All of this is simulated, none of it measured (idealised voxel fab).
process module | voxel ribs on slabs
cross-section cut | 250 nm wide | cells 5 nm
A cross-section is a grid of square cells, given in bands from the top down. A band is one or more rows of cells.
Each band's line starts with the height of the band's top and of its bottom, in nm. Then come its materials from left to right, each with its width in nm. One material with "throughout" fills the band from edge to edge. "air" is empty space.
Height 0 is the level under which the wafer as received is all one material. The lowest band goes on downwards, as in "0 down".
A width such as "30 to 40" changes by the same amount from each row of cells to the next, from the band's top row to its bottom row.
"no change" after a step means that no cell of the cross-section changed.
closed voids: empty space of 8 cells or more with no open way to the top, each as width x height at its distance from the left edge, in nm
after a step's settings: what the simulator itself notes on the step
overlay nm, on a step with a mask: how far to the right of its planned place the mask lay; to the left if negative
plan
1 op RECEIVE | material Si
2 op DIRECTIONAL_DEP | material SiO2 | thk nm 25
3 op DIRECTIONAL_DEP | material SiN | thk nm 25
4 op MASKED_ETCH | tone cover | mask id RIB | width nm 15 | etch materials SiN | depth nm 20 | overlay nm 0
5 op DIRECTIONAL_DEP | material aC | thk nm 10
6 op PATTERN | tone cover | mask id SLAB | material resist | width nm 55 | thk nm 25 | overlay nm 0
7 op DIRECTIONAL_ETCH | etch materials aC | depth nm 10
8 op STRIP | etch materials resist
9 op DIRECTIONAL_ETCH | etch materials SiN | depth nm 5
10 op STRIP | etch materials aC
11 op FILL_DEP | material SiO2 | thk nm 25
12 op CMP | height nm 65
13 op DIRECTIONAL_DEP | material TiN | thk nm 10
14 op MASKED_ETCH | tone cover | mask id HEATER | width nm 25 | etch materials TiN | depth nm 10 | overlay nm 0
15 op CONFORMAL_DEP | material SiN | thk nm 5
as received, after step 1
  0 down: Si throughout
  closed voids: none
a wafer at the end: this start, this plan, one mistake
  80 to 75: air 95 | SiN 35 | air 120
  75 to 70: air 95 | SiN 5 | TiN 25 | SiN 5 | air 120
  70 to 65: SiN 100 | TiN 25 | SiN 125
  65 to 50: SiO2 throughout
  50 to 30: SiO2 115 | SiN 15 | SiO2 120
  30 to 25: SiO2 95 | SiN 55 | SiO2 100
  25 to 0: SiO2 throughout
  0 down: Si throughout
  closed voids: none
what went wrong: step 14 ran as: op MASKED_ETCH | tone cover | mask id HEATER | width nm 25 | etch materials TiN | depth nm 10 | overlay nm -10
